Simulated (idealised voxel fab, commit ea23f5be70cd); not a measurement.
Process module name: voxel air gaps
Cross-sectional view cut (width: 295 nm; square cell size: 5 nm).
How to read a cross-section here: the picture is a grid of square cells, written as bands going from the top down, and any band can span one or more rows of cells. What a band's entry tells you: where the top is and where the bottom is, as heights in nm, and after that what lies inside, material by material from left to right, each with its width in nm. Empty space is written as the word "air", and a single material marked with the word "edge to edge" occupies the band from edge to edge. Height is counted from the level 0, under which the received wafer is composed throughout of one material. The lowest of the bands is not closed at the bottom but continues downward, in the notation "0 and below". The expression "30->40" gives the width at the extremes of the band, the first number at its top row of cells and the second at its bottom row, with the width changing by equal amounts from each row to the next in between. It should be understood that the words "no modifications", when stated for a given step, signify that the cross-section underwent no change in any of its cells during that step. What "Enclosed internal voids" gives you is every empty space of 8 cells or more that is cut off from the top. Each appears as width x height at distance, with the distance taken from the left edge and width, height and distance all in nm. It should be noted that, on the line of a given step, the content following the step's settings is a remark produced by the simulator itself with respect to that step. The optional step-line setting "overlay nm" applies to steps with a mask and quantifies how far to the right of its planned location the mask lay, a negative value indicating leftward placement.

Process steps foreseen in the plan:
1) RECEIVE | material Si
2) CONFORMAL_DEP | material SiO2 | thk nm 10
3) CONFORMAL_DEP | material SiCN | thk nm 5
4) DIRECTIONAL_DEP | material SiO2 | thk nm 30
5) PATTERN | tone open | mask id LINES | material resist | width nm 25 | pitch nm 55 | thk nm 15 | overlay nm 0
6) DIRECTIONAL_ETCH | etch materials SiO2 | depth nm 30
7) STRIP | etch materials resist
8) CONFORMAL_DEP | material TiN | thk nm 5
9) FILL_DEP | material Ru | thk nm 5
10) CMP | height nm 45
11) EPI | material Ru | thk nm 10
12) SELECTIVE_ETCH | etch materials SiO2 | depth nm 40
13) CONFORMAL_DEP | material SiCN | thk nm 5

as received, after step 1:
- 0 and below  Si edge to edge
- Enclosed internal voids: none

The following cross-section depicts the wafer upon conclusion of the module. Processing commenced from the starting condition illustrated above and adhered to the plan illustrated above, save for one mistake in execution:
- 60 down to 55  air: 25 / SiCN: 220 / air: 50
- 55 down to 45  air: 25 / SiCN: 5 / Ru: 45 / SiCN: 10 / Ru: 45 / SiCN: 10 / Ru: 45 / SiCN: 10 / Ru: 45 / SiCN: 5 / air: 50
- 45 down to 40  air: 25 / SiCN: 15 / TiN: 5 / Ru: 15 / TiN: 5 / SiCN: 30 / TiN: 5 / Ru: 15 / TiN: 5 / SiCN: 30 / TiN: 5 / Ru: 15 / TiN: 5 / SiCN: 30 / TiN: 5 / Ru: 15 / TiN: 5 / SiCN: 15 / air: 50
- 40 down to 20  air: 35 / SiCN: 5 / TiN: 5 / Ru: 15 / TiN: 5 / SiCN: 5 / air: 20 / SiCN: 5 / TiN: 5 / Ru: 15 / TiN: 5 / SiCN: 5 / air: 20 / SiCN: 5 / TiN: 5 / Ru: 15 / TiN: 5 / SiCN: 5 / air: 20 / SiCN: 5 / TiN: 5 / Ru: 15 / TiN: 5 / SiCN: 5 / air: 60
- 20 down to 15  SiCN: 40 / TiN: 25 / SiCN: 30 / TiN: 25 / SiCN: 30 / TiN: 25 / SiCN: 30 / TiN: 25 / SiCN: 65
- 15 down to 10  SiCN edge to edge
- 10 down to 0  SiO2 edge to edge
- 0 and below  Si edge to edge
- Enclosed internal voids: 20 x 20 at 70; 20 x 20 at 125; 20 x 20 at 180
Misprocessing identified: step 5 ran as: PATTERN | tone open | mask id LINES | material resist | width nm 25 | pitch nm 55 | thk nm 15 | overlay nm -10
